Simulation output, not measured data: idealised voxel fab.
process module | voxel capacitor over wiring
cross-section cut | 220 nm wide | cells 5 nm
A cross-section is a grid of square cells, given in bands from the top down. A band is one or more rows of cells.
Each band's line starts with the height of the band's top and of its bottom, in nm. Then come its materials from left to right, each with its width in nm. One material with "throughout" fills the band from edge to edge. "air" is empty space.
Height 0 is the level under which the wafer as received is all one material. The lowest band goes on downwards, as in "0 down".
A width such as "30 to 40" changes by the same amount from each row of cells to the next, from the band's top row to its bottom row.
"no change" after a step means that no cell of the cross-section changed.
closed voids: empty space of 8 cells or more with no open way to the top, each as width x height at its distance from the left edge, in nm
after a step's settings: what the simulator itself notes on the step
overlay nm, on a step with a mask: how far to the right of its planned place the mask lay; to the left if negative
plan
1 op RECEIVE | material Si
2 op CONFORMAL_DEP | material SiO2 | thk nm 10
3 op CONFORMAL_DEP | material SiCN | thk nm 5
4 op DIRECTIONAL_DEP | material lowk | thk nm 20
5 op DIRECTIONAL_DEP | material aC | thk nm 15
6 op PATTERN | tone open | mask id METAL_1 | material resist | width nm 30 | pitch nm 90 | thk nm 30 | overlay nm 0
7 op DIRECTIONAL_ETCH | etch materials aC | depth nm 15
8 op STRIP | etch materials resist
9 op DIRECTIONAL_ETCH | etch materials lowk | depth nm 20
10 op DIRECTIONAL_ETCH | etch materials SiCN | depth nm 5
11 op STRIP | etch materials aC
12 op CONFORMAL_DEP | material TiN | thk nm 5
13 op FILL_DEP | material Cu | thk nm 10
14 op CMP | height nm 35
15 op CONFORMAL_DEP | material SiCN | thk nm 5
16 op DIRECTIONAL_DEP | material lowk | thk nm 10
17 op PATTERN | tone open | mask id PLUG_1 | material resist | width nm 15 | thk nm 15 | overlay nm 0
18 op DIRECTIONAL_ETCH | etch materials lowk | depth nm 10
19 op DIRECTIONAL_ETCH | etch materials SiCN | depth nm 5
20 op STRIP | etch materials resist
21 op CONFORMAL_DEP | material TiN | thk nm 5
22 op FILL_DEP | material Ru | thk nm 5
23 op CMP | height nm 50
24 op DIRECTIONAL_DEP | material TiN | thk nm 10
25 op DIRECTIONAL_DEP | material SiN | thk nm 5
26 op DIRECTIONAL_DEP | material TiN | thk nm 10
27 op DIRECTIONAL_DEP | material aC | thk nm 15
28 op PATTERN | tone cover | mask id UPPER_PLATE | material resist | width nm 65 | thk nm 35 | overlay nm 0
29 op DIRECTIONAL_ETCH | etch materials aC | depth nm 15
30 op STRIP | etch materials resist
31 op DIRECTIONAL_ETCH | etch materials TiN | depth nm 10
32 op DIRECTIONAL_ETCH | etch materials SiN | depth nm 5
33 op STRIP | etch materials aC
34 op PATTERN | tone cover | mask id LOWER_PLATE | material resist | width nm 75 | thk nm 20 | overlay nm 0
35 op DIRECTIONAL_ETCH | etch materials TiN | depth nm 10
36 op STRIP | etch materials resist
37 op FILL_DEP | material SiO2 | thk nm 15
38 op CMP | height nm 85
39 op DIRECTIONAL_DEP | material aC | thk nm 15
40 op PATTERN | tone open | mask id PLUG_2 | material resist | width nm 15 | thk nm 30 | overlay nm 0
41 op DIRECTIONAL_ETCH | etch materials aC | depth nm 15
42 op STRIP | etch materials resist
43 op DIRECTIONAL_ETCH | etch materials SiO2 | depth nm 10
44 op STRIP | etch materials aC
45 op CONFORMAL_DEP | material TiN | thk nm 5
46 op FILL_DEP | material Ru | thk nm 10
47 op CMP | height nm 85
48 op CONFORMAL_DEP | material SiN | thk nm 5
as received, after step 1
  0 down: Si throughout
  closed voids: none
a wafer at the end: this start, this plan, one mistake
  90 to 85: SiN throughout
  85 to 80: SiO2 75 | TiN 5 | Ru 5 | TiN 5 | SiO2 130
  80 to 75: SiO2 75 | TiN 15 | SiO2 130
  75 to 65: SiO2 65 | TiN 65 | SiO2 90
  65 to 60: SiO2 65 | SiN 65 | SiO2 90
  60 to 50: SiO2 60 | TiN 75 | SiO2 85
  50 to 45: SiCN 65 | TiN 15 | SiCN 140
  45 to 40: Cu throughout
  40 to 35: TiN 55 | Cu 20 | TiN 70 | Cu 20 | TiN 55
  35 to 15: lowk 50 | TiN 5 | Cu 20 | TiN 5 | lowk 60 | TiN 5 | Cu 20 | TiN 5 | lowk 50
  15 to 10: SiCN 50 | TiN 30 | SiCN 60 | TiN 30 | SiCN 50
  10 to 0: SiO2 throughout
  0 down: Si throughout
  closed voids: none
what went wrong: step 14 ran as: op CMP | height nm 45
